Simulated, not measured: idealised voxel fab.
Proc. module: voxel self aligned contacts
FYI the section here is cut, 145 nm wide, cells are 5 nm squares.
Cross-sections here: square-cell grids, written as top-down lists of bands, a band being one or more rows of cells.
Each band's line starts with the height of the band's top and of its bottom, in nm. Then come its materials from left to right, each with its width in nm. One material with "all across" fills the band from edge to edge. "blank" is empty space.
For the purposes of this specification, 0 denotes the height below which the wafer in its as-received condition is composed wholly of one material, and the lowermost band, lacking a lower limit, extends downward without end, as expressed in "top 0, no bottom".
The notation "30 to 40" denotes a width that varies across the rows of cells in the band, beginning at the first number in the top row, finishing at the second number in the bottom row, and changing by an identical amount from each row to the next.
The cross-section has no changed cell in any step marked "same as before".
"Sealed void inventory" means: voids of 8 cells or more that are shut off from the top with no open way through. Written width x height at distance, distance from the left edge, in nm.
Where a step's line continues beyond its settings, the continuation is a remark by the simulator itself on that step.
The line of a step may include "overlay nm". On a step with a mask, this value is how far to the right of its planned place the mask lay. A negative value means the mask lay to the left.

**So here's the lineup of process steps we planned**
1. RECEIVE with material Si
2. OXIDIZE with depth nm 5
3. DIRECTIONAL_DEP with material polySi, thk nm 30
4. DIRECTIONAL_DEP with material SiN, thk nm 20
5. PATTERN with tone cover, mask id GATE, material resist, width nm 30, pitch nm 75, thk nm 15, overlay nm 0
6. DIRECTIONAL_ETCH with etch materials SiN, depth nm 20
7. DIRECTIONAL_ETCH with etch materials polySi, depth nm 30
8. STRIP with etch materials resist
9. CONFORMAL_DEP with material SiN, thk nm 10
10. DIRECTIONAL_ETCH with etch materials SiN, depth nm 10
11. FILL_DEP with material SiO2, thk nm 15
12. CMP with height nm 55
13. MASKED_ETCH with tone open, mask id CONTACT, width nm 55, etch materials SiO2, depth nm 60, overlay nm 0
14. CONFORMAL_DEP with material TiN, thk nm 5
15. FILL_DEP with material Ru, thk nm 10
16. CMP with height nm 55
17. CONFORMAL_DEP with material SiN, thk nm 5

**Concerning the first of two wafers, which was run in accordance with the plan**

**As-received wafer cross-section (after step 1)**
> top 0, no bottom: Si all across
> Sealed void inventory: none

**How the wafer stands in section after step 2**
> top 0, bottom -5: SiO2 all across
> Nothing below the height -5 has changed.

**How the wafer stands in section after step 3**
> top 30, bottom 0: polySi all across
> Nothing below the height 0 has changed.

**How the wafer stands in section after step 4**
> top 50, bottom 30: SiN all across
> Nothing below the height 30 has changed.

**How the wafer stands in section after step 5**
> top 65, bottom 50: blank 20 nm / resist 30 nm / blank 45 nm / resist 30 nm / blank 20 nm
> Nothing below the height 50 has changed.

**How the wafer stands in section after step 6**
> top 65, bottom 50: blank 20 nm / resist 30 nm / blank 45 nm / resist 30 nm / blank 20 nm
> top 50, bottom 30: blank 20 nm / SiN 30 nm / blank 45 nm / SiN 30 nm / blank 20 nm
> Nothing below the height 30 has changed.

**How the wafer stands in section after step 7**
> top 65, bottom 50: blank 20 nm / resist 30 nm / blank 45 nm / resist 30 nm / blank 20 nm
> top 50, bottom 30: blank 20 nm / SiN 30 nm / blank 45 nm / SiN 30 nm / blank 20 nm
> top 30, bottom 0: blank 20 nm / polySi 30 nm / blank 45 nm / polySi 30 nm / blank 20 nm
> Nothing below the height 0 has changed.

**How the wafer stands in section after step 8**
> top 50, bottom 30: blank 20 nm / SiN 30 nm / blank 45 nm / SiN 30 nm / blank 20 nm
> Nothing below the height 30 has changed.

**How the wafer stands in section after step 9**
> top 60, bottom 30: blank 10 nm / SiN 50 nm / blank 25 nm / SiN 50 nm / blank 10 nm
> top 30, bottom 10: blank 10 nm / SiN 10 nm / polySi 30 nm / SiN 10 nm / blank 25 nm / SiN 10 nm / polySi 30 nm / SiN 10 nm / blank 10 nm
> top 10, bottom 0: SiN 20 nm / polySi 30 nm / SiN 45 nm / polySi 30 nm / SiN 20 nm
> Nothing below the height 0 has changed.

**How the wafer stands in section after step 10**
> top 50, bottom 30: blank 10 nm / SiN 50 nm / blank 25 nm / SiN 50 nm / blank 10 nm
> top 30, bottom 0: blank 10 nm / SiN 10 nm / polySi 30 nm / SiN 10 nm / blank 25 nm / SiN 10 nm / polySi 30 nm / SiN 10 nm / blank 10 nm
> Nothing below the height 0 has changed.

**How the wafer stands in section after step 11**
> top 65, bottom 50: SiO2 all across
> top 50, bottom 30: SiO2 10 nm / SiN 50 nm / SiO2 25 nm / SiN 50 nm / SiO2 10 nm
> top 30, bottom 0: SiO2 10 nm / SiN 10 nm / polySi 30 nm / SiN 10 nm / SiO2 25 nm / SiN 10 nm / polySi 30 nm / SiN 10 nm / SiO2 10 nm
> Nothing below the height 0 has changed.

**How the wafer stands in section after step 12**
> top 55, bottom 50: SiO2 all across
> Nothing below the height 50 has changed.

**How the wafer stands in section after step 13**
> top 55, bottom 50: SiO2 45 nm / blank 55 nm / SiO2 45 nm
> top 50, bottom 30: SiO2 10 nm / SiN 50 nm / blank 25 nm / SiN 50 nm / SiO2 10 nm
> top 30, bottom 0: SiO2 10 nm / SiN 10 nm / polySi 30 nm / SiN 10 nm / blank 25 nm / SiN 10 nm / polySi 30 nm / SiN 10 nm / SiO2 10 nm
> top 0, bottom -5: SiO2 60 nm / blank 25 nm / SiO2 60 nm
> Nothing below the height -5 has changed.

**How the wafer stands in section after step 14**
> top 60, bottom 55: TiN 50 nm / blank 45 nm / TiN 50 nm
> top 55, bottom 50: SiO2 45 nm / TiN 20 nm / blank 15 nm / TiN 20 nm / SiO2 45 nm
> top 50, bottom 30: SiO2 10 nm / SiN 50 nm / TiN 5 nm / blank 15 nm / TiN 5 nm / SiN 50 nm / SiO2 10 nm
> top 30, bottom 0: SiO2 10 nm / SiN 10 nm / polySi 30 nm / SiN 10 nm / TiN 5 nm / blank 15 nm / TiN 5 nm / SiN 10 nm / polySi 30 nm / SiN 10 nm / SiO2 10 nm
> top 0, bottom -5: SiO2 60 nm / TiN 25 nm / SiO2 60 nm
> Nothing below the height -5 has changed.

**How the wafer stands in section after step 15**
> top 70, bottom 60: Ru all across
> top 60, bottom 55: TiN 50 nm / Ru 45 nm / TiN 50 nm
> top 55, bottom 50: SiO2 45 nm / TiN 20 nm / Ru 15 nm / TiN 20 nm / SiO2 45 nm
> top 50, bottom 30: SiO2 10 nm / SiN 50 nm / TiN 5 nm / Ru 15 nm / TiN 5 nm / SiN 50 nm / SiO2 10 nm
> top 30, bottom 0: SiO2 10 nm / SiN 10 nm / polySi 30 nm / SiN 10 nm / TiN 5 nm / Ru 15 nm / TiN 5 nm / SiN 10 nm / polySi 30 nm / SiN 10 nm / SiO2 10 nm
> Nothing below the height 0 has changed.

**How the wafer stands in section after step 16**
> top 55, bottom 50: SiO2 45 nm / TiN 20 nm / Ru 15 nm / TiN 20 nm / SiO2 45 nm
> Nothing below the height 50 has changed.

**How the wafer stands in section after step 17**
> top 60, bottom 55: SiN all across
> Nothing below the height 55 has changed.

**The second wafer was prepared from the same starting point and under the same plan as the first; its processing contained one mistake, and it remains indistinguishable from the first wafer up to and including step 2**

**The second wafer in cross-section, at the planned close of step 3**
> top 60, bottom 0: polySi all across
> Nothing below the height 0 has changed.

**The second wafer in cross-section, at the planned close of step 4**
> top 80, bottom 60: SiN all across
> Nothing below the height 60 has changed.

**The second wafer in cross-section, at the planned close of step 5**
> top 95, bottom 80: blank 20 nm / resist 30 nm / blank 45 nm / resist 30 nm / blank 20 nm
> Nothing below the height 80 has changed.

**The second wafer in cross-section, at the planned close of step 6**
> top 95, bottom 80: blank 20 nm / resist 30 nm / blank 45 nm / resist 30 nm / blank 20 nm
> top 80, bottom 60: blank 20 nm / SiN 30 nm / blank 45 nm / SiN 30 nm / blank 20 nm
> Nothing below the height 60 has changed.

**The second wafer in cross-section, at the planned close of step 7**
> top 95, bottom 80: blank 20 nm / resist 30 nm / blank 45 nm / resist 30 nm / blank 20 nm
> top 80, bottom 60: blank 20 nm / SiN 30 nm / blank 45 nm / SiN 30 nm / blank 20 nm
> top 60, bottom 30: blank 20 nm / polySi 30 nm / blank 45 nm / polySi 30 nm / blank 20 nm
> Nothing below the height 30 has changed.

**The second wafer in cross-section, at the planned close of step 8**
> top 80, bottom 60: blank 20 nm / SiN 30 nm / blank 45 nm / SiN 30 nm / blank 20 nm
> Nothing below the height 60 has changed.

**The second wafer in cross-section, at the planned close of step 9**
> top 90, bottom 60: blank 10 nm / SiN 50 nm / blank 25 nm / SiN 50 nm / blank 10 nm
> top 60, bottom 40: blank 10 nm / SiN 10 nm / polySi 30 nm / SiN 10 nm / blank 25 nm / SiN 10 nm / polySi 30 nm / SiN 10 nm / blank 10 nm
> top 40, bottom 30: SiN 20 nm / polySi 30 nm / SiN 45 nm / polySi 30 nm / SiN 20 nm
> Nothing below the height 30 has changed.

**The second wafer in cross-section, at the planned close of step 10**
> top 80, bottom 60: blank 10 nm / SiN 50 nm / blank 25 nm / SiN 50 nm / blank 10 nm
> top 60, bottom 30: blank 10 nm / SiN 10 nm / polySi 30 nm / SiN 10 nm / blank 25 nm / SiN 10 nm / polySi 30 nm / SiN 10 nm / blank 10 nm
> Nothing below the height 30 has changed.

**The second wafer in cross-section, at the planned close of step 11**
> top 95, bottom 80: SiO2 all across
> top 80, bottom 60: SiO2 10 nm / SiN 50 nm / SiO2 25 nm / SiN 50 nm / SiO2 10 nm
> top 60, bottom 30: SiO2 10 nm / SiN 10 nm / polySi 30 nm / SiN 10 nm / SiO2 25 nm / SiN 10 nm / polySi 30 nm / SiN 10 nm / SiO2 10 nm
> Nothing below the height 30 has changed.

**The second wafer in cross-section, at the planned close of step 12**
> top 55, bottom 30: SiO2 10 nm / SiN 10 nm / polySi 30 nm / SiN 10 nm / SiO2 25 nm / SiN 10 nm / polySi 30 nm / SiN 10 nm / SiO2 10 nm
> Nothing below the height 30 has changed.

**The second wafer in cross-section, at the planned close of step 13**
> top 55, bottom 30: SiO2 10 nm / SiN 10 nm / polySi 30 nm / SiN 10 nm / blank 25 nm / SiN 10 nm / polySi 30 nm / SiN 10 nm / SiO2 10 nm
> Nothing below the height 30 has changed.

**The second wafer in cross-section, at the planned close of step 14**
> top 60, bottom 55: TiN 65 nm / blank 15 nm / TiN 65 nm
> top 55, bottom 35: SiO2 10 nm / SiN 10 nm / polySi 30 nm / SiN 10 nm / TiN 5 nm / blank 15 nm / TiN 5 nm / SiN 10 nm / polySi 30 nm / SiN 10 nm / SiO2 10 nm
> top 35, bottom 30: SiO2 10 nm / SiN 10 nm / polySi 30 nm / SiN 10 nm / TiN 25 nm / SiN 10 nm / polySi 30 nm / SiN 10 nm / SiO2 10 nm
> Nothing below the height 30 has changed.

**The second wafer in cross-section, at the planned close of step 15**
> top 70, bottom 60: Ru all across
> top 60, bottom 55: TiN 65 nm / Ru 15 nm / TiN 65 nm
> top 55, bottom 35: SiO2 10 nm / SiN 10 nm / polySi 30 nm / SiN 10 nm / TiN 5 nm / Ru 15 nm / TiN 5 nm / SiN 10 nm / polySi 30 nm / SiN 10 nm / SiO2 10 nm
> Nothing below the height 35 has changed.

**The second wafer in cross-section, at the planned close of step 16**
> top 55, bottom 35: SiO2 10 nm / SiN 10 nm / polySi 30 nm / SiN 10 nm / TiN 5 nm / Ru 15 nm / TiN 5 nm / SiN 10 nm / polySi 30 nm / SiN 10 nm / SiO2 10 nm
> Nothing below the height 35 has changed.

**The second wafer in cross-section, at the planned close of step 17**
> top 60, bottom 55: SiN all across
> Nothing below the height 55 has changed.
Short version of what went wrong: step 3 in the plan was executed twice
Per the end-of-run cell counts, the second wafer holds more or fewer of some materials than the first: 21 fewer of Ru | 88 fewer of SiN | 33 fewer of SiO2 | 20 fewer of TiN | 162 more of polySi
